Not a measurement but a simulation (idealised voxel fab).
Documented hereafter: the process module known as voxel self aligned contacts.
Displayed cross-section: cut, width of 185 nm, square cells sized 5 nm.
Just so we're on the same page, the cross-sections are grids of square cells, and they're listed out in bands top to bottom, each band one or more rows deep.
Within each band entry, the heights of the top and of the bottom of the band appear first, in that order and in nm; the materials of the band then follow from left to right, each with its corresponding width in nm. The designation "all across" on a single material indicates that it fills the band from edge to edge; the designation "empty" indicates empty space.
Counting heights begins at 0, where everything beneath is, in the wafer as received, one material. The lowest band has no bottom; it goes on downwards, as "from 0 down" shows.
Width spec "30->40" -> top row of cells at first value, bottom row at second value, equal per-row change in between.
No cell of the cross-section changed in a step that is given as "nothing was modified".
"Enclosed internal cavities": empty spaces of 8 cells or more with no open way to the top, each given as width x height at distance, distance from the left edge, all in nm.
If you see something after the settings on a step's line, that's the simulator's own remark about that step.
overlay nm: for a step with a mask, the amount by which the mask lay right of where it was planned; a negative amount means left of it.
Each pair below shows a cross-section before one step and the cross-section after it, down to the lowest band that changed. The line under each pair gives the step between them, with its settings. The pairs can come from different runs of this module on the same starting wafer, so a pair continues from the pair above only where its "Pre-step snapshot" says so.
PRE-STEP SNAPSHOT
    from 0 down: Si all across
    Enclosed internal cavities: none
RESULTING CROSS-SECTION
    from 5 to 0: SiO2 all across
    Unchanged below 0.
    Enclosed internal cavities: none
Between before and after above, the operation and settings are CONFORMAL_DEP: material SiO2, thk nm 5
Pre-step snapshot: the state before this step is the cross-section shown after the step in the pair just above.
RESULTING CROSS-SECTION
    from 30 to 5: polySi all across
    Unchanged below 5.
    Enclosed internal cavities: none
Between before and after above, the operation and settings are DIRECTIONAL_DEP: material polySi, thk nm 25
Pre-step snapshot: the state before this step is the cross-section shown after the step in the pair just above.
RESULTING CROSS-SECTION
    from 55 to 30: SiN all across
    Unchanged below 30.
    Enclosed internal cavities: none
Between before and after above, the operation and settings are DIRECTIONAL_DEP: material SiN, thk nm 25
Pre-step snapshot: the state before this step is the cross-section shown after the step in the pair just above.
RESULTING CROSS-SECTION
    from 70 to 55: aC all across
    Unchanged below 55.
    Enclosed internal cavities: none
Between before and after above, the operation and settings are DIRECTIONAL_DEP: material aC, thk nm 15
Pre-step snapshot: the state before this step is the cross-section shown after the step in the pair just above.
RESULTING CROSS-SECTION
    from 100 to 70: empty 40 nm, resist 35 nm, empty 35 nm, resist 35 nm, empty 40 nm
    Unchanged below 70.
    Enclosed internal cavities: none
Between before and after above, the operation and settings are PATTERN: tone cover, mask id GATE, material resist, width nm 35, pitch nm 70, thk nm 30, overlay nm 0
Pre-step snapshot: the state before this step is the cross-section shown after the step in the pair just above.
RESULTING CROSS-SECTION
    from 85 to 70: empty 40 nm, resist 35 nm, empty 35 nm, resist 35 nm, empty 40 nm
    from 70 to 55: empty 40 nm, aC 35 nm, empty 35 nm, aC 35 nm, empty 40 nm
    Unchanged below 55.
    Enclosed internal cavities: none
Between before and after above, the operation and settings are DIRECTIONAL_ETCH: etch materials aC, depth nm 15
Pre-step snapshot: the state before this step is the cross-section shown after the step in the pair just above.
RESULTING CROSS-SECTION
    from 70 to 55: empty 40 nm, aC 35 nm, empty 35 nm, aC 35 nm, empty 40 nm
    Unchanged below 55.
    Enclosed internal cavities: none
Between before and after above, the operation and settings are STRIP: etch materials resist
Pre-step snapshot: the state before this step is the cross-section shown after the step in the pair just above.
RESULTING CROSS-SECTION
    from 70 to 55: empty 40 nm, aC 35 nm, empty 35 nm, aC 35 nm, empty 40 nm
    from 55 to 30: empty 40 nm, SiN 35 nm, empty 35 nm, SiN 35 nm, empty 40 nm
    Unchanged below 30.
    Enclosed internal cavities: none
Between before and after above, the operation and settings are DIRECTIONAL_ETCH: etch materials SiN, depth nm 25
Pre-step snapshot: the state before this step is the cross-section shown after the step in the pair just above.
RESULTING CROSS-SECTION
    from 70 to 55: empty 40 nm, aC 35 nm, empty 35 nm, aC 35 nm, empty 40 nm
    from 55 to 30: empty 40 nm, SiN 35 nm, empty 35 nm, SiN 35 nm, empty 40 nm
    from 30 to 5: empty 40 nm, polySi 35 nm, empty 35 nm, polySi 35 nm, empty 40 nm
    Unchanged below 5.
    Enclosed internal cavities: none
Between before and after above, the operation and settings are DIRECTIONAL_ETCH: etch materials polySi, depth nm 25
Pre-step snapshot: the state before this step is the cross-section shown after the step in the pair just above.
RESULTING CROSS-SECTION
    from 55 to 30: empty 40 nm, SiN 35 nm, empty 35 nm, SiN 35 nm, empty 40 nm
    Unchanged below 30.
    Enclosed internal cavities: none
Between before and after above, the operation and settings are STRIP: etch materials aC
Pre-step snapshot: the state before this step is the cross-section shown after the step in the pair just above.
RESULTING CROSS-SECTION
    from 65 to 30: empty 30 nm, SiN 55 nm, empty 15 nm, SiN 55 nm, empty 30 nm
    from 30 to 15: empty 30 nm, SiN 10 nm, polySi 35 nm, SiN 10 nm, empty 15 nm, SiN 10 nm, polySi 35 nm, SiN 10 nm, empty 30 nm
    from 15 to 5: SiN 40 nm, polySi 35 nm, SiN 35 nm, polySi 35 nm, SiN 40 nm
    Unchanged below 5.
    Enclosed internal cavities: none
Between before and after above, the operation and settings are CONFORMAL_DEP: material SiN, thk nm 10
Pre-step snapshot: the state before this step is the cross-section shown after the step in the pair just above.
RESULTING CROSS-SECTION
    from 55 to 30: empty 30 nm, SiN 55 nm, empty 15 nm, SiN 55 nm, empty 30 nm
    from 30 to 5: empty 30 nm, SiN 10 nm, polySi 35 nm, SiN 10 nm, empty 15 nm, SiN 10 nm, polySi 35 nm, SiN 10 nm, empty 30 nm
    Unchanged below 5.
    Enclosed internal cavities: none
Between before and after above, the operation and settings are DIRECTIONAL_ETCH: etch materials SiN, depth nm 10
Pre-step snapshot: the state before this step is the cross-section shown after the step in the pair just above.
RESULTING CROSS-SECTION
    from 65 to 55: SiO2 all across
    from 55 to 30: SiO2 30 nm, SiN 55 nm, SiO2 15 nm, SiN 55 nm, SiO2 30 nm
    from 30 to 5: SiO2 30 nm, SiN 10 nm, polySi 35 nm, SiN 10 nm, SiO2 15 nm, SiN 10 nm, polySi 35 nm, SiN 10 nm, SiO2 30 nm
    Unchanged below 5.
    Enclosed internal cavities: none
Between before and after above, the operation and settings are FILL_DEP: material SiO2, thk nm 10
Pre-step snapshot: the state before this step is the cross-section shown after the step in the pair just above.
RESULTING CROSS-SECTION
    from 60 to 55: SiO2 all across
    Unchanged below 55.
    Enclosed internal cavities: none
Between before and after above, the operation and settings are CMP: height nm 60
Pre-step snapshot: the state before this step is the cross-section shown after the step in the pair just above.
RESULTING CROSS-SECTION
    from 80 to 60: resist 65 nm, empty 55 nm, resist 65 nm
    Unchanged below 60.
    Enclosed internal cavities: none
Between before and after above, the operation and settings are PATTERN: tone open, mask id CONTACT, material resist, width nm 55, thk nm 20, overlay nm 0
Pre-step snapshot: the state before this step is the cross-section shown after the step in the pair just above.
RESULTING CROSS-SECTION
    from 80 to 60: resist 65 nm, empty 55 nm, resist 65 nm
    from 60 to 55: SiO2 65 nm, empty 55 nm, SiO2 65 nm
    from 55 to 30: SiO2 30 nm, SiN 55 nm, empty 15 nm, SiN 55 nm, SiO2 30 nm
    from 30 to 5: SiO2 30 nm, SiN 10 nm, polySi 35 nm, SiN 10 nm, empty 15 nm, SiN 10 nm, polySi 35 nm, SiN 10 nm, SiO2 30 nm
    from 5 to 0: SiO2 85 nm, empty 15 nm, SiO2 85 nm
    Unchanged below 0.
    Enclosed internal cavities: none
Between before and after above, the operation and settings are DIRECTIONAL_ETCH: etch materials SiO2, depth nm 60
Pre-step snapshot: the state before this step is the cross-section shown after the step in the pair just above.
RESULTING CROSS-SECTION
    from 60 to 55: SiO2 65 nm, empty 55 nm, SiO2 65 nm
    Unchanged below 55.
    Enclosed internal cavities: none
Between before and after above, the operation and settings are STRIP: etch materials resist
Pre-step snapshot: the state before this step is the cross-section shown after the step in the pair just above.
RESULTING CROSS-SECTION
    from 65 to 60: TiN 70 nm, empty 45 nm, TiN 70 nm
    from 60 to 55: SiO2 65 nm, TiN 25 nm, empty 5 nm, TiN 25 nm, SiO2 65 nm
    from 55 to 30: SiO2 30 nm, SiN 55 nm, TiN 5 nm, empty 5 nm, TiN 5 nm, SiN 55 nm, SiO2 30 nm
    from 30 to 5: SiO2 30 nm, SiN 10 nm, polySi 35 nm, SiN 10 nm, TiN 5 nm, empty 5 nm, TiN 5 nm, SiN 10 nm, polySi 35 nm, SiN 10 nm, SiO2 30 nm
    from 5 to 0: SiO2 85 nm, TiN 15 nm, SiO2 85 nm
    Unchanged below 0.
    Enclosed internal cavities: none
Between before and after above, the operation and settings are CONFORMAL_DEP: material TiN, thk nm 5
Pre-step snapshot: the state before this step is the cross-section shown after the step in the pair just above.
RESULTING CROSS-SECTION
    from 70 to 65: W all across
    from 65 to 60: TiN 70 nm, W 45 nm, TiN 70 nm
    from 60 to 55: SiO2 65 nm, TiN 25 nm, W 5 nm, TiN 25 nm, SiO2 65 nm
    from 55 to 30: SiO2 30 nm, SiN 55 nm, TiN 5 nm, W 5 nm, TiN 5 nm, SiN 55 nm, SiO2 30 nm
    from 30 to 5: SiO2 30 nm, SiN 10 nm, polySi 35 nm, SiN 10 nm, TiN 5 nm, W 5 nm, TiN 5 nm, SiN 10 nm, polySi 35 nm, SiN 10 nm, SiO2 30 nm
    Unchanged below 5.
    Enclosed internal cavities: none
Between before and after above, the operation and settings are FILL_DEP: material W, thk nm 5
Pre-step snapshot: the state before this step is the cross-section shown after the step in the pair just above.
RESULTING CROSS-SECTION
    from 60 to 55: SiO2 65 nm, TiN 25 nm, W 5 nm, TiN 25 nm, SiO2 65 nm
    Unchanged below 55.
    Enclosed internal cavities: none
Between before and after above, the operation and settings are CMP: height nm 60
Pre-step snapshot: the state before this step is the cross-section shown after the step in the pair just above.
RESULTING CROSS-SECTION
    from 65 to 60: SiCN all across
    Unchanged below 60.
    Enclosed internal cavities: none
Between before and after above, the operation and settings are CONFORMAL_DEP: material SiCN, thk nm 5
PRE-STEP SNAPSHOT
    from 0 down: Si all across
    Enclosed internal cavities: none
RESULTING CROSS-SECTION
    from 25 to 0: polySi all across
    Unchanged below 0.
    Enclosed internal cavities: none
Between before and after above, the operation and settings are DIRECTIONAL_DEP: material polySi, thk nm 25
Pre-step snapshot: the state before this step is the cross-section shown after the step in the pair just above.
RESULTING CROSS-SECTION
    from 50 to 25: SiN all across
    Unchanged below 25.
    Enclosed internal cavities: none
Between before and after above, the operation and settings are DIRECTIONAL_DEP: material SiN, thk nm 25
Pre-step snapshot: the state before this step is the cross-section shown after the step in the pair just above.
RESULTING CROSS-SECTION
    from 65 to 50: aC all across
    Unchanged below 50.
    Enclosed internal cavities: none
Between before and after above, the operation and settings are DIRECTIONAL_DEP: material aC, thk nm 15
Pre-step snapshot: the state before this step is the cross-section shown after the step in the pair just above.
RESULTING CROSS-SECTION
    from 95 to 65: empty 40 nm, resist 35 nm, empty 35 nm, resist 35 nm, empty 40 nm
    Unchanged below 65.
    Enclosed internal cavities: none
Between before and after above, the operation and settings are PATTERN: tone cover, mask id GATE, material resist, width nm 35, pitch nm 70, thk nm 30, overlay nm 0
Pre-step snapshot: the state before this step is the cross-section shown after the step in the pair just above.
RESULTING CROSS-SECTION
    from 80 to 65: empty 40 nm, resist 35 nm, empty 35 nm, resist 35 nm, empty 40 nm
    from 65 to 50: empty 40 nm, aC 35 nm, empty 35 nm, aC 35 nm, empty 40 nm
    Unchanged below 50.
    Enclosed internal cavities: none
Between before and after above, the operation and settings are DIRECTIONAL_ETCH: etch materials aC, depth nm 15
Pre-step snapshot: the state before this step is the cross-section shown after the step in the pair just above.
RESULTING CROSS-SECTION
    from 65 to 50: empty 40 nm, aC 35 nm, empty 35 nm, aC 35 nm, empty 40 nm
    Unchanged below 50.
    Enclosed internal cavities: none
Between before and after above, the operation and settings are STRIP: etch materials resist
Pre-step snapshot: the state before this step is the cross-section shown after the step in the pair just above.
RESULTING CROSS-SECTION
    from 65 to 50: empty 40 nm, aC 35 nm, empty 35 nm, aC 35 nm, empty 40 nm
    from 50 to 25: empty 40 nm, SiN 35 nm, empty 35 nm, SiN 35 nm, empty 40 nm
    Unchanged below 25.
    Enclosed internal cavities: none
Between before and after above, the operation and settings are DIRECTIONAL_ETCH: etch materials SiN, depth nm 25
Pre-step snapshot: the state before this step is the cross-section shown after the step in the pair just above.
RESULTING CROSS-SECTION
    from 65 to 50: empty 40 nm, aC 35 nm, empty 35 nm, aC 35 nm, empty 40 nm
    from 50 to 25: empty 40 nm, SiN 35 nm, empty 35 nm, SiN 35 nm, empty 40 nm
    from 25 to 0: empty 40 nm, polySi 35 nm, empty 35 nm, polySi 35 nm, empty 40 nm
    Unchanged below 0.
    Enclosed internal cavities: none
Between before and after above, the operation and settings are DIRECTIONAL_ETCH: etch materials polySi, depth nm 25
Pre-step snapshot: the state before this step is the cross-section shown after the step in the pair just above.
RESULTING CROSS-SECTION
    from 50 to 25: empty 40 nm, SiN 35 nm, empty 35 nm, SiN 35 nm, empty 40 nm
    Unchanged below 25.
    Enclosed internal cavities: none
Between before and after above, the operation and settings are STRIP: etch materials aC
Pre-step snapshot: the state before this step is the cross-section shown after the step in the pair just above.
RESULTING CROSS-SECTION
    from 60 to 25: empty 30 nm, SiN 55 nm, empty 15 nm, SiN 55 nm, empty 30 nm
    from 25 to 10: empty 30 nm, SiN 10 nm, polySi 35 nm, SiN 10 nm, empty 15 nm, SiN 10 nm, polySi 35 nm, SiN 10 nm, empty 30 nm
    from 10 to 0: SiN 40 nm, polySi 35 nm, SiN 35 nm, polySi 35 nm, SiN 40 nm
    Unchanged below 0.
    Enclosed internal cavities: none
Between before and after above, the operation and settings are CONFORMAL_DEP: material SiN, thk nm 10
Pre-step snapshot: the state before this step is the cross-section shown after the step in the pair just above.
RESULTING CROSS-SECTION
    from 50 to 25: empty 30 nm, SiN 55 nm, empty 15 nm, SiN 55 nm, empty 30 nm
    from 25 to 0: empty 30 nm, SiN 10 nm, polySi 35 nm, SiN 10 nm, empty 15 nm, SiN 10 nm, polySi 35 nm, SiN 10 nm, empty 30 nm
    Unchanged below 0.
    Enclosed internal cavities: none
Between before and after above, the operation and settings are DIRECTIONAL_ETCH: etch materials SiN, depth nm 10
Pre-step snapshot: the state before this step is the cross-section shown after the step in the pair just above.
RESULTING CROSS-SECTION
    from 60 to 50: SiO2 all across
    from 50 to 25: SiO2 30 nm, SiN 55 nm, SiO2 15 nm, SiN 55 nm, SiO2 30 nm
    from 25 to 0: SiO2 30 nm, SiN 10 nm, polySi 35 nm, SiN 10 nm, SiO2 15 nm, SiN 10 nm, polySi 35 nm, SiN 10 nm, SiO2 30 nm
    Unchanged below 0.
    Enclosed internal cavities: none
Between before and after above, the operation and settings are FILL_DEP: material SiO2, thk nm 10
Pre-step snapshot: the state before this step is the cross-section shown after the step in the pair just above.
RESULTING CROSS-SECTION
    from 80 to 60: resist 65 nm, empty 55 nm, resist 65 nm
    Unchanged below 60.
    Enclosed internal cavities: none
Between before and after above, the operation and settings are PATTERN: tone open, mask id CONTACT, material resist, width nm 55, thk nm 20, overlay nm 0
Pre-step snapshot: the state before this step is the cross-section shown after the step in the pair just above.
RESULTING CROSS-SECTION
    from 80 to 60: resist 65 nm, empty 55 nm, resist 65 nm
    from 60 to 50: SiO2 65 nm, empty 55 nm, SiO2 65 nm
    from 50 to 25: SiO2 30 nm, SiN 55 nm, empty 15 nm, SiN 55 nm, SiO2 30 nm
    from 25 to 0: SiO2 30 nm, SiN 10 nm, polySi 35 nm, SiN 10 nm, empty 15 nm, SiN 10 nm, polySi 35 nm, SiN 10 nm, SiO2 30 nm
    Unchanged below 0.
    Enclosed internal cavities: none
Between before and after above, the operation and settings are DIRECTIONAL_ETCH: etch materials SiO2, depth nm 60
Pre-step snapshot: the state before this step is the cross-section shown after the step in the pair just above.
RESULTING CROSS-SECTION
    from 60 to 50: SiO2 65 nm, empty 55 nm, SiO2 65 nm
    Unchanged below 50.
    Enclosed internal cavities: none
Between before and after above, the operation and settings are STRIP: etch materials resist
Pre-step snapshot: the state before this step is the cross-section shown after the step in the pair just above.
RESULTING CROSS-SECTION
    from 65 to 60: TiN 70 nm, empty 45 nm, TiN 70 nm
    from 60 to 50: SiO2 65 nm, TiN 5->25 nm, empty 45->5 nm, TiN 5->25 nm, SiO2 65 nm
    from 50 to 25: SiO2 30 nm, SiN 55 nm, TiN 5 nm, empty 5 nm, TiN 5 nm, SiN 55 nm, SiO2 30 nm
    from 25 to 5: SiO2 30 nm, SiN 10 nm, polySi 35 nm, SiN 10 nm, TiN 5 nm, empty 5 nm, TiN 5 nm, SiN 10 nm, polySi 35 nm, SiN 10 nm, SiO2 30 nm
    from 5 to 0: SiO2 30 nm, SiN 10 nm, polySi 35 nm, SiN 10 nm, TiN 15 nm, SiN 10 nm, polySi 35 nm, SiN 10 nm, SiO2 30 nm
    Unchanged below 0.
    Enclosed internal cavities: none
Between before and after above, the operation and settings are CONFORMAL_DEP: material TiN, thk nm 5
Pre-step snapshot: the state before this step is the cross-section shown after the step in the pair just above.
RESULTING CROSS-SECTION
    from 70 to 65: W all across
    from 65 to 60: TiN 70 nm, W 45 nm, TiN 70 nm
    from 60 to 50: SiO2 65 nm, TiN 5->25 nm, W 45->5 nm, TiN 5->25 nm, SiO2 65 nm
    from 50 to 25: SiO2 30 nm, SiN 55 nm, TiN 5 nm, W 5 nm, TiN 5 nm, SiN 55 nm, SiO2 30 nm
    from 25 to 5: SiO2 30 nm, SiN 10 nm, polySi 35 nm, SiN 10 nm, TiN 5 nm, W 5 nm, TiN 5 nm, SiN 10 nm, polySi 35 nm, SiN 10 nm, SiO2 30 nm
    Unchanged below 5.
    Enclosed internal cavities: none
Between before and after above, the operation and settings are FILL_DEP: material W, thk nm 5
Pre-step snapshot: the state before this step is the cross-section shown after the step in the pair just above.
RESULTING CROSS-SECTION
    from 60 to 50: SiO2 65 nm, TiN 5->25 nm, W 45->5 nm, TiN 5->25 nm, SiO2 65 nm
    Unchanged below 50.
    Enclosed internal cavities: none
Between before and after above, the operation and settings are CMP: height nm 60
Pre-step snapshot: the state before this step is the cross-section shown after the step in the pair just above.
RESULTING CROSS-SECTION
    from 65 to 60: SiCN all across
    Unchanged below 60.
    Enclosed internal cavities: none
Between before and after above, the operation and settings are CONFORMAL_DEP: material SiCN, thk nm 5
PRE-STEP SNAPSHOT
    from 55 to 30: SiN all across
    from 30 to 5: polySi all across
    from 5 to 0: SiO2 all across
    from 0 down: Si all across
    Enclosed internal cavities: none
RESULTING CROSS-SECTION
    from 80 to 30: SiN all across
    Unchanged below 30.
    Enclosed internal cavities: none
Between before and after above, the operation and settings are DIRECTIONAL_DEP: material SiN, thk nm 25
Pre-step snapshot: the state before this step is the cross-section shown after the step in the pair just above.
RESULTING CROSS-SECTION
    from 95 to 80: aC all across
    Unchanged below 80.
    Enclosed internal cavities: none
Between before and after above, the operation and settings are DIRECTIONAL_DEP: material aC, thk nm 15
Pre-step snapshot: the state before this step is the cross-section shown after the step in the pair just above.
RESULTING CROSS-SECTION
    from 125 to 95: empty 40 nm, resist 35 nm, empty 35 nm, resist 35 nm, empty 40 nm
    Unchanged below 95.
    Enclosed internal cavities: none
Between before and after above, the operation and settings are PATTERN: tone cover, mask id GATE, material resist, width nm 35, pitch nm 70, thk nm 30, overlay nm 0
Pre-step snapshot: the state before this step is the cross-section shown after the step in the pair just above.
RESULTING CROSS-SECTION
    from 110 to 95: empty 40 nm, resist 35 nm, empty 35 nm, resist 35 nm, empty 40 nm
    from 95 to 80: empty 40 nm, aC 35 nm, empty 35 nm, aC 35 nm, empty 40 nm
    Unchanged below 80.
    Enclosed internal cavities: none
Between before and after above, the operation and settings are DIRECTIONAL_ETCH: etch materials aC, depth nm 15
Pre-step snapshot: the state before this step is the cross-section shown after the step in the pair just above.
RESULTING CROSS-SECTION
    from 95 to 80: empty 40 nm, aC 35 nm, empty 35 nm, aC 35 nm, empty 40 nm
    Unchanged below 80.
    Enclosed internal cavities: none
Between before and after above, the operation and settings are STRIP: etch materials resist
Pre-step snapshot: the state before this step is the cross-section shown after the step in the pair just above.
RESULTING CROSS-SECTION
    from 95 to 80: empty 40 nm, aC 35 nm, empty 35 nm, aC 35 nm, empty 40 nm
    from 80 to 55: empty 40 nm, SiN 35 nm, empty 35 nm, SiN 35 nm, empty 40 nm
    Unchanged below 55.
    Enclosed internal cavities: none
Between before and after above, the operation and settings are DIRECTIONAL_ETCH: etch materials SiN, depth nm 25
Pre-step snapshot: the state before this step is the cross-section shown after the step in the pair just above.
RESULTING CROSS-SECTION
    from 80 to 55: empty 40 nm, SiN 35 nm, empty 35 nm, SiN 35 nm, empty 40 nm
    Unchanged below 55.
    Enclosed internal cavities: none
Between before and after above, the operation and settings are STRIP: etch materials aC
Pre-step snapshot: the state before this step is the cross-section shown after the step in the pair just above.
RESULTING CROSS-SECTION
    from 90 to 65: empty 30 nm, SiN 55 nm, empty 15 nm, SiN 55 nm, empty 30 nm
    from 65 to 30: SiN all across
    Unchanged below 30.
    Enclosed internal cavities: none
Between before and after above, the operation and settings are CONFORMAL_DEP: material SiN, thk nm 10
Pre-step snapshot: the state before this step is the cross-section shown after the step in the pair just above.
RESULTING CROSS-SECTION
    from 80 to 55: empty 30 nm, SiN 55 nm, empty 15 nm, SiN 55 nm, empty 30 nm
    Unchanged below 55.
    Enclosed internal cavities: none
Between before and after above, the operation and settings are DIRECTIONAL_ETCH: etch materials SiN, depth nm 10
Pre-step snapshot: the state before this step is the cross-section shown after the step in the pair just above.
RESULTING CROSS-SECTION
    from 90 to 80: SiO2 all across
    from 80 to 55: SiO2 30 nm, SiN 55 nm, SiO2 15 nm, SiN 55 nm, SiO2 30 nm
    Unchanged below 55.
    Enclosed internal cavities: none
Between before and after above, the operation and settings are FILL_DEP: material SiO2, thk nm 10
Pre-step snapshot: the state before this step is the cross-section shown after the step in the pair just above.
RESULTING CROSS-SECTION
    from 60 to 55: SiO2 30 nm, SiN 55 nm, SiO2 15 nm, SiN 55 nm, SiO2 30 nm
    Unchanged below 55.
    Enclosed internal cavities: none
Between before and after above, the operation and settings are CMP: height nm 60
Pre-step snapshot: the state before this step is the cross-section shown after the step in the pair just above.
RESULTING CROSS-SECTION
    from 80 to 60: resist 65 nm, empty 55 nm, resist 65 nm
    Unchanged below 60.
    Enclosed internal cavities: none
Between before and after above, the operation and settings are PATTERN: tone open, mask id CONTACT, material resist, width nm 55, thk nm 20, overlay nm 0
Pre-step snapshot: the state before this step is the cross-section shown after the step in the pair just above.
RESULTING CROSS-SECTION
    from 80 to 60: resist 65 nm, empty 55 nm, resist 65 nm
    from 60 to 55: SiO2 30 nm, SiN 55 nm, empty 15 nm, SiN 55 nm, SiO2 30 nm
    Unchanged below 55.
    Enclosed internal cavities: none
Between before and after above, the operation and settings are DIRECTIONAL_ETCH: etch materials SiO2, depth nm 60
Pre-step snapshot: the state before this step is the cross-section shown after the step in the pair just above.
RESULTING CROSS-SECTION
    from 60 to 55: SiO2 30 nm, SiN 55 nm, empty 15 nm, SiN 55 nm, SiO2 30 nm
    Unchanged below 55.
    Enclosed internal cavities: none
Between before and after above, the operation and settings are STRIP: etch materials resist
Pre-step snapshot: the state before this step is the cross-section shown after the step in the pair just above.
RESULTING CROSS-SECTION
    from 65 to 60: TiN 90 nm, empty 5 nm, TiN 90 nm
    from 60 to 55: SiO2 30 nm, SiN 55 nm, TiN 15 nm, SiN 55 nm, SiO2 30 nm
    Unchanged below 55.
    Enclosed internal cavities: none
Between before and after above, the operation and settings are CONFORMAL_DEP: material TiN, thk nm 5
Pre-step snapshot: the state before this step is the cross-section shown after the step in the pair just above.
RESULTING CROSS-SECTION
    from 70 to 65: W all across
    from 65 to 60: TiN 90 nm, W 5 nm, TiN 90 nm
    Unchanged below 60.
    Enclosed internal cavities: none
Between before and after above, the operation and settings are FILL_DEP: material W, thk nm 5
Pre-step snapshot: the state before this step is the cross-section shown after the step in the pair just above.
RESULTING CROSS-SECTION
    from 60 to 55: SiO2 30 nm, SiN 55 nm, TiN 15 nm, SiN 55 nm, SiO2 30 nm
    Unchanged below 55.
    Enclosed internal cavities: none
Between before and after above, the operation and settings are CMP: height nm 60
Pre-step snapshot: the state before this step is the cross-section shown after the step in the pair just above.
RESULTING CROSS-SECTION
    from 65 to 60: SiCN all across
    Unchanged below 60.
    Enclosed internal cavities: none
Between before and after above, the operation and settings are CONFORMAL_DEP: material SiCN, thk nm 5
PRE-STEP SNAPSHOT
    from 55 to 30: empty 40 nm, SiN 35 nm, empty 35 nm, SiN 35 nm, empty 40 nm
    from 30 to 5: empty 40 nm, polySi 35 nm, empty 35 nm, polySi 35 nm, empty 40 nm
    from 5 to 0: SiO2 all across
    from 0 down: Si all across
    Enclosed internal cavities: none
RESULTING CROSS-SECTION
    from 45 to 30: empty 40 nm, SiN 35 nm, empty 35 nm, SiN 35 nm, empty 40 nm
    Unchanged below 30.
    Enclosed internal cavities: none
Between before and after above, the operation and settings are DIRECTIONAL_ETCH: etch materials SiN, depth nm 10
Pre-step snapshot: the state before this step is the cross-section shown after the step in the pair just above.
RESULTING CROSS-SECTION
    from 55 to 30: empty 30 nm, SiN 55 nm, empty 15 nm, SiN 55 nm, empty 30 nm
    from 30 to 15: empty 30 nm, SiN 10 nm, polySi 35 nm, SiN 10 nm, empty 15 nm, SiN 10 nm, polySi 35 nm, SiN 10 nm, empty 30 nm
    from 15 to 5: SiN 40 nm, polySi 35 nm, SiN 35 nm, polySi 35 nm, SiN 40 nm
    Unchanged below 5.
    Enclosed internal cavities: none
Between before and after above, the operation and settings are CONFORMAL_DEP: material SiN, thk nm 10
Pre-step snapshot: the state before this step is the cross-section shown after the step in the pair just above.
RESULTING CROSS-SECTION
    from 65 to 55: SiO2 all across
    from 55 to 30: SiO2 30 nm, SiN 55 nm, SiO2 15 nm, SiN 55 nm, SiO2 30 nm
    from 30 to 15: SiO2 30 nm, SiN 10 nm, polySi 35 nm, SiN 10 nm, SiO2 15 nm, SiN 10 nm, polySi 35 nm, SiN 10 nm, SiO2 30 nm
    Unchanged below 15.
    Enclosed internal cavities: none
Between before and after above, the operation and settings are FILL_DEP: material SiO2, thk nm 10
Pre-step snapshot: the state before this step is the cross-section shown after the step in the pair just above.
RESULTING CROSS-SECTION
    from 60 to 55: SiO2 all across
    Unchanged below 55.
    Enclosed internal cavities: none
Between before and after above, the operation and settings are CMP: height nm 60
Pre-step snapshot: the state before this step is the cross-section shown after the step in the pair just above.
RESULTING CROSS-SECTION
    from 80 to 60: resist 65 nm, empty 55 nm, resist 65 nm
    Unchanged below 60.
    Enclosed internal cavities: none
Between before and after above, the operation and settings are PATTERN: tone open, mask id CONTACT, material resist, width nm 55, thk nm 20, overlay nm 0
Pre-step snapshot: the state before this step is the cross-section shown after the step in the pair just above.
RESULTING CROSS-SECTION
    from 80 to 60: resist 65 nm, empty 55 nm, resist 65 nm
    from 60 to 55: SiO2 65 nm, empty 55 nm, SiO2 65 nm
    from 55 to 30: SiO2 30 nm, SiN 55 nm, empty 15 nm, SiN 55 nm, SiO2 30 nm
    from 30 to 15: SiO2 30 nm, SiN 10 nm, polySi 35 nm, SiN 10 nm, empty 15 nm, SiN 10 nm, polySi 35 nm, SiN 10 nm, SiO2 30 nm
    Unchanged below 15.
    Enclosed internal cavities: none
Between before and after above, the operation and settings are DIRECTIONAL_ETCH: etch materials SiO2, depth nm 60
Pre-step snapshot: the state before this step is the cross-section shown after the step in the pair just above.
RESULTING CROSS-SECTION
    from 60 to 55: SiO2 65 nm, empty 55 nm, SiO2 65 nm
    Unchanged below 55.
    Enclosed internal cavities: none
Between before and after above, the operation and settings are STRIP: etch materials resist
Pre-step snapshot: the state before this step is the cross-section shown after the step in the pair just above.
RESULTING CROSS-SECTION
    from 65 to 60: TiN 70 nm, empty 45 nm, TiN 70 nm
    from 60 to 55: SiO2 65 nm, TiN 25 nm, empty 5 nm, TiN 25 nm, SiO2 65 nm
    from 55 to 30: SiO2 30 nm, SiN 55 nm, TiN 5 nm, empty 5 nm, TiN 5 nm, SiN 55 nm, SiO2 30 nm
    from 30 to 20: SiO2 30 nm, SiN 10 nm, polySi 35 nm, SiN 10 nm, TiN 5 nm, empty 5 nm, TiN 5 nm, SiN 10 nm, polySi 35 nm, SiN 10 nm, SiO2 30 nm
    from 20 to 15: SiO2 30 nm, SiN 10 nm, polySi 35 nm, SiN 10 nm, TiN 15 nm, SiN 10 nm, polySi 35 nm, SiN 10 nm, SiO2 30 nm
    Unchanged below 15.
    Enclosed internal cavities: none
Between before and after above, the operation and settings are CONFORMAL_DEP: material TiN, thk nm 5
Pre-step snapshot: the state before this step is the cross-section shown after the step in the pair just above.
RESULTING CROSS-SECTION
    from 70 to 65: W all across
    from 65 to 60: TiN 70 nm, W 45 nm, TiN 70 nm
    from 60 to 55: SiO2 65 nm, TiN 25 nm, W 5 nm, TiN 25 nm, SiO2 65 nm
    from 55 to 30: SiO2 30 nm, SiN 55 nm, TiN 5 nm, W 5 nm, TiN 5 nm, SiN 55 nm, SiO2 30 nm
    from 30 to 20: SiO2 30 nm, SiN 10 nm, polySi 35 nm, SiN 10 nm, TiN 5 nm, W 5 nm, TiN 5 nm, SiN 10 nm, polySi 35 nm, SiN 10 nm, SiO2 30 nm
    Unchanged below 20.
    Enclosed internal cavities: none
Between before and after above, the operation and settings are FILL_DEP: material W, thk nm 5
Pre-step snapshot: the state before this step is the cross-section shown after the step in the pair just above.
RESULTING CROSS-SECTION
    from 60 to 55: SiO2 65 nm, TiN 25 nm, W 5 nm, TiN 25 nm, SiO2 65 nm
    Unchanged below 55.
    Enclosed internal cavities: none
Between before and after above, the operation and settings are CMP: height nm 60
Pre-step snapshot: the state before this step is the cross-section shown after the step in the pair just above.
RESULTING CROSS-SECTION
    from 65 to 60: SiCN all across
    Unchanged below 60.
    Enclosed internal cavities: none
Between before and after above, the operation and settings are CONFORMAL_DEP: material SiCN, thk nm 5
